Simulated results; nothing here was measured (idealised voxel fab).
The process module that follows is named voxel spacer lines.
Pictured: cross-section cut, 180 nm wide, on a grid of 5 nm square cells.
In this document a cross-section is written as a grid of square cells. It is given as a series of bands, listed from the top down, and a band is one or more rows of cells.
Per band: top height and bottom height in nm, followed by the left-to-right materials and their widths in nm; "all across" marks a single material spanning edge to edge, "air" marks empty space.
The reference from which all heights are counted is 0, the level beneath which the as-received wafer is entirely one material; the lowest band, having no lower bound, proceeds downward and is written after the example "top 0, no bottom".
The expression "30..40" gives the width at the extremes of the band, the first number at its top row of cells and the second at its bottom row, with the width changing by equal amounts from each row to the next in between.
Where the words "same as before" appear for a step, the cross-section shows no cell changed by that step; every cell remained as before.
If an empty space has no open way to the top and is at least 8 cells in size, "Enclosed cavities" lists it, written width x height at distance, where distance is measured from the left edge and every value is in nm.
Past the settings on a step's line: simulator remark, on that step.
The optional step-line setting "overlay nm" applies to steps with a mask and quantifies how far to the right of its planned location the mask lay, a negative value indicating leftward placement.
Process steps (planned)
- 1: RECEIVE [material Si]
- 2: CONFORMAL_DEP [material Al2O3] [thk nm 5]
- 3: DIRECTIONAL_DEP [material polySi] [thk nm 15]
- 4: DIRECTIONAL_DEP [material aC] [thk nm 20]
- 5: PATTERN [tone cover] [mask id MANDREL] [material resist] [width nm 20] [pitch nm 60] [thk nm 25] [overlay nm 0]
- 6: DIRECTIONAL_ETCH [etch materials aC] [depth nm 20]
- 7: STRIP [etch materials resist]
- 8: CONFORMAL_DEP [material SiO2] [thk nm 10]
- 9: DIRECTIONAL_ETCH [etch materials SiO2] [depth nm 10]
- 10: STRIP [etch materials aC]
- 11: DIRECTIONAL_ETCH [etch materials polySi] [depth nm 15]
- 12: STRIP [etch materials SiO2]
Cross-sectional view of the wafer in its as-received condition, corresponding to the state after step 1
top 0, no bottom = Si all across
Enclosed cavities: none
Figure: cross-sectional view of the wafer upon completion of the module, processed from the initial state and according to the plan depicted above, with one error introduced during execution
top 15, bottom 0 = air (40) / polySi (10) / air (20) / polySi (10) / air (20) / polySi (10) / air (20) / polySi (10) / air (40)
top 0, no bottom = Si all across
Enclosed cavities: none
The mistake made against the process plan was this: step 2 of the plan was excluded from execution and never run
